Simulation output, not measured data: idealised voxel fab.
A process module follows: voxel local oxidation.
FYI the section here is cut, 275 nm wide, cells are 5 nm squares.
Reading order for cross-sections: top band down to bottom band. Underlying form: a grid of square cells. Band size: one or more rows of cells. Band: top and bottom heights (nm) first, top before bottom; then materials from left to right, widths in nm. "edge to edge" marks a sole material filling the band edge to edge. "empty" denotes empty space. Measure heights from 0. That's the level where, below it, the as-received wafer is all one material. The lowest band is bottomless and extends downward; write it as in "from 0 down". Width spec "30 to 40" -> top row of cells at first value, bottom row at second value, equal per-row change in between. Where the words "nothing different" appear for a step, the cross-section shows no cell changed by that step; every cell remained as before. "Closed void register": sealed empty spaces, 8 cells or more, no open way to top, listed width x height at distance, with distance from the left edge and width, height and distance in nm. Step line, after settings: the simulator's comment on this step. overlay nm: on a step with a mask, how far right of its planned place the mask lay; negative means left.
Process steps - plan
- 1: RECEIVE,material Si
- 2: OXIDIZE,depth nm 5
- 3: CONFORMAL_DEP,material SiN,thk nm 15
- 4: PATTERN,tone cover,mask id ACTIVE,material resist,width nm 105,thk nm 20,overlay nm 0
- 5: DIRECTIONAL_ETCH,etch materials SiN,depth nm 15
- 6: STRIP,etch materials resist
- 7: SELECTIVE_ETCH,etch materials SiO2,depth nm 5
- 8: OXIDIZE,depth nm 10
- 9: STRIP,etch materials SiN
The plan shows the width nm of step 4 as the first wafer had it; this setting differs between the wafers, which start out alike.
Cross-section: the first of several wafers in its as-received state, i.e. following step 1
> from 0 down | Si edge to edge
> Closed void register: none
Quick key for the table: a row per wafer, taken at the end of the module. For each material it tells you how many cells the wafer gained (+) or lost (-) since it came in, and the closed voids come after
width nm 105, -135 Si, +99 SiO2, Closed void register: none
width nm 110, -133 Si, +98 SiO2, Closed void register: none
width nm 115, -131 Si, +97 SiO2, Closed void register: none
width nm 120, -129 Si, +96 SiO2, Closed void register: none
width nm 125, -127 Si, +95 SiO2, Closed void register: none
width nm 130, -125 Si, +94 SiO2, Closed void register: none
